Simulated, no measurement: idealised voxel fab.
Process module in this document: voxel transistor to metal
195 nm wide, 5 nm square cells: that's cross-section cut.
Cross-section layout: square cells on a grid; listed as bands, top to bottom; a band spans one or more cell rows.
Heights first: top, then bottom, in nm. Then materials, left to right, each with a width in nm. "everywhere" on a single material: fills the band edge to edge. "empty": empty space.
Basically, 0 is our baseline, since under it the wafer straight out of the box is all one material. The bottom band has no lower end and keeps on going down, so it looks like "0..down".
Note: "30 to 40" means the width goes from the first number (top row of the band) to the second number (bottom row) in equal steps per row of cells.
Any step labelled "all unchanged" changed none of the cells in the cross-section.
Empty spaces without an open route to the top, at least 8 cells in extent, make up the entry "Fully closed voids"; each is given as width x height at distance, where the distance is measured from the left edge, and all are in nm.
On each step's line, the part that comes after the settings is the simulator's own comment on the step.
overlay nm: on a step with a mask, how far right of its planned place the mask lay; negative means left.

**Steps in the process plan**
1) op RECEIVE | material Si
2) op CONFORMAL_DEP | material SiO2 | thk nm 5
3) op CONFORMAL_DEP | material SiN | thk nm 10
4) op MASKED_ETCH | tone cover | mask id ACTIVE | width nm 125 | etch materials SiN | depth nm 10 | overlay nm 0
5) op MASKED_ETCH | tone cover | mask id ACTIVE | width nm 125 | etch materials SiO2 | depth nm 5 | overlay nm 0
6) op MASKED_ETCH | tone cover | mask id ACTIVE | width nm 125 | etch materials Si | depth nm 25 | overlay nm 0
7) op FILL_DEP | material SiO2 | thk nm 5
8) op CMP | height nm 15
9) op SELECTIVE_ETCH | etch materials SiO2 | depth nm 10
10) op STRIP | etch materials SiN
11) op SELECTIVE_ETCH | etch materials SiO2 | depth nm 5
12) op OXIDIZE | depth nm 5
13) op DIRECTIONAL_DEP | material polySi | thk nm 25
14) op DIRECTIONAL_DEP | material SiCN | thk nm 10
15) op PATTERN | tone cover | mask id GATE | material resist | width nm 25 | thk nm 15 | overlay nm 0
16) op DIRECTIONAL_ETCH | etch materials SiCN | depth nm 20
17) op DIRECTIONAL_ETCH | etch materials polySi | depth nm 35
18) op STRIP | etch materials resist
19) op CONFORMAL_DEP | material SiN | thk nm 10
20) op DIRECTIONAL_ETCH | etch materials SiN | depth nm 10
21) op DIRECTIONAL_ETCH | etch materials SiO2 | depth nm 5
22) op DIRECTIONAL_ETCH | etch materials Si | depth nm 5
23) op EPI | material SiGe | thk nm 10
24) op FILL_DEP | material SiO2 | thk nm 10
25) op CMP | height nm 35
26) op DIRECTIONAL_DEP | material SiO2 | thk nm 15
27) op DIRECTIONAL_DEP | material aC | thk nm 15
28) op PATTERN | tone open | mask id CONTACT | material resist | width nm 35 | pitch nm 70 | thk nm 30 | overlay nm 0
29) op DIRECTIONAL_ETCH | etch materials aC | depth nm 15
30) op STRIP | etch materials resist
31) op DIRECTIONAL_ETCH | etch materials SiO2 | depth nm 50
32) op STRIP | etch materials aC
33) op CONFORMAL_DEP | material TiN | thk nm 5
34) op FILL_DEP | material Ru | thk nm 10
35) op CMP | height nm 50
36) op CONFORMAL_DEP | material SiCN | thk nm 5
37) op DIRECTIONAL_DEP | material lowk | thk nm 20
38) op MASKED_ETCH | tone open | mask id METAL_1 | width nm 20 | pitch nm 85 | etch materials lowk | depth nm 20 | overlay nm 0
39) op MASKED_ETCH | tone open | mask id METAL_1 | width nm 20 | pitch nm 85 | etch materials SiCN | depth nm 5 | overlay nm 0
40) op CONFORMAL_DEP | material TiN | thk nm 5
41) op FILL_DEP | material W | thk nm 5
42) op CMP | height nm 75
43) op CONFORMAL_DEP | material SiCN | thk nm 5
44) op DIRECTIONAL_DEP | material SiO2 | thk nm 30
45) op PATTERN | tone open | mask id METAL_2 | material resist | width nm 20 | pitch nm 85 | thk nm 15 | overlay nm 0
46) op DIRECTIONAL_ETCH | etch materials SiO2 | depth nm 20
47) op STRIP | etch materials resist
48) op MASKED_ETCH | tone open | mask id METAL_2_HOLES | width nm 15 | pitch nm 85 | etch materials SiO2 | depth nm 10 | overlay nm 0
49) op MASKED_ETCH | tone open | mask id METAL_2_HOLES | width nm 15 | pitch nm 85 | etch materials SiCN | depth nm 5 | overlay nm 0
50) op CONFORMAL_DEP | material TiN | thk nm 5
51) op FILL_DEP | material Cu | thk nm 10
52) op CMP | height nm 110
53) op CONFORMAL_DEP | material SiN | thk nm 5

**As-received state of the wafer in cross-section, equivalent to post-step 1**
- 0..down  Si everywhere
- Fully closed voids: none

**End state of the module in cross-section, given the above starting point and plan and one mistake in execution**
- 115..110  SiN everywhere
- 110..95  SiO2 (45) / TiN (5) / Cu (10) / TiN (5) / SiO2 (65) / TiN (5) / Cu (10) / TiN (5) / SiO2 (45)
- 95..90  SiO2 (45) / TiN (5) / Cu (5) / TiN (10) / SiO2 (65) / TiN (5) / Cu (5) / TiN (10) / SiO2 (45)
- 90..80  SiO2 (45) / TiN (5) / Cu (5) / TiN (5) / SiO2 (70) / TiN (5) / Cu (5) / TiN (5) / SiO2 (50)
- 80..75  SiCN (45) / TiN (15) / SiCN (70) / TiN (15) / SiCN (50)
- 75..70  lowk (45) / TiN (5) / W (10) / TiN (5) / lowk (65) / TiN (5) / W (10) / TiN (5) / lowk (45)
- 70..65  SiCN (45) / TiN (20) / SiCN (65) / TiN (20) / SiCN (45)
- 65..55  Ru everywhere
- 55..50  TiN (50) / Ru (25) / TiN (45) / Ru (25) / TiN (50)
- 50..40  SiO2 (45) / TiN (5) / Ru (25) / TiN (5) / SiO2 (35) / TiN (5) / Ru (25) / TiN (5) / SiO2 (45)
- 40..35  SiO2 (45) / TiN (5) / Ru (20) / TiN (10) / SiO2 (35) / TiN (10) / Ru (20) / TiN (5) / SiO2 (45)
- 35..25  SiO2 (45) / TiN (5) / Ru (20) / TiN (5) / SiN (10) / SiCN (25) / SiN (10) / TiN (5) / Ru (20) / TiN (5) / SiO2 (45)
- 25..10  SiO2 (45) / TiN (5) / Ru (20) / TiN (5) / SiN (10) / polySi (25) / SiN (10) / TiN (5) / Ru (20) / TiN (5) / SiO2 (45)
- 10..5  SiO2 (45) / TiN (5) / Ru (10) / TiN (15) / SiN (10) / polySi (25) / SiN (10) / TiN (15) / Ru (10) / TiN (5) / SiO2 (45)
- 5..0  SiO2 (45) / TiN (20) / SiGe (10) / SiN (10) / polySi (25) / SiN (10) / SiGe (10) / TiN (20) / SiO2 (45)
- 0..-5  SiO2 (30) / SiGe (45) / SiO2 (45) / SiGe (45) / SiO2 (30)
- -5..-10  SiO2 (35) / SiGe (40) / Si (45) / SiGe (40) / SiO2 (35)
- -10..-25  SiO2 (35) / Si (125) / SiO2 (35)
- -25..down  Si everywhere
- Fully closed voids: none
Want to know what went wrong? plan step 35 was not performed, having been skipped
